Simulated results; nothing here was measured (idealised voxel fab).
Presented below is a process module, voxel released beams.
For reference, the cross-section in this document is cut, with width 205 nm and square cells of 5 nm.
Heads up, the way a cross-section reads in here is a grid of square cells, handed over as bands from the top down, with every band being one or more rows of cells. Read a band's entry like this: the first values are the height of its top and the height of its bottom in nm, and what follows is the sequence of materials from left to right, each with its width in nm. Note that "air" is empty space, and that a single material marked "throughout" reaches across the band from edge to edge. Height datum 0, below which the as-received substrate wafer is one material. Lowest band open at the bottom, running downward: "0..down". The width entry "30 to 40" should be interpreted row by row: the top row of cells in the band takes the first number, the bottom row takes the second number, and the change between adjacent rows is uniform throughout. When a step is marked "identical to before", none of the cells in the cross-section changed during that step. Any empty space of 8 cells or more lacking an open way to the top shows up in "Fully sealed cavities" as width x height at distance, distance from the left edge, in nm. after a step's settings: what the simulator itself notes on the step. A step line may carry the setting "overlay nm", which, for steps involving a mask, states the distance by which the mask lay to the right of its intended position; negative values denote displacement to the left.
[The steps planned for the process are as follows]
1 RECEIVE, material Si
2 CONFORMAL_DEP, material SiN, thk nm 10
3 DIRECTIONAL_DEP, material SiO2, thk nm 15
4 DIRECTIONAL_DEP, material aC, thk nm 10
5 PATTERN, tone open, mask id ANCHOR, material resist, width nm 25, thk nm 30, overlay nm 0
6 DIRECTIONAL_ETCH, etch materials aC, depth nm 10
7 STRIP, etch materials resist
8 DIRECTIONAL_ETCH, etch materials SiO2, depth nm 15
9 STRIP, etch materials aC
10 CONFORMAL_DEP, material W, thk nm 10
11 DIRECTIONAL_DEP, material aC, thk nm 15
12 PATTERN, tone cover, mask id BEAM, material resist, width nm 90, thk nm 35, overlay nm 0
13 DIRECTIONAL_ETCH, etch materials aC, depth nm 15
14 STRIP, etch materials resist
15 DIRECTIONAL_ETCH, etch materials W, depth nm 10
16 STRIP, etch materials aC
17 STRIP, etch materials SiO2
[Wafer cross-section on receipt, i.e. after step 1]
  0..down: Si throughout
  Fully sealed cavities: none
[What the wafer looks like in cross-section after this module, when it starts as shown above and follows the plan above but one mistake is made in running it]
  35..25: 55 nm air / 40 nm W / 110 nm air
  25..20: 50 nm air / 10 nm W / 25 nm SiO2 / 10 nm W / 110 nm air
  20..10: 50 nm air / 10 nm W / 25 nm SiO2 / 60 nm W / 60 nm air
  10..0: SiN throughout
  0..down: Si throughout
  Fully sealed cavities: none
Here's what went sideways: step 5: run off-plan, actual operation and settings PATTERN, tone cover, mask id ANCHOR, material resist, width nm 25, thk nm 30, overlay nm 0
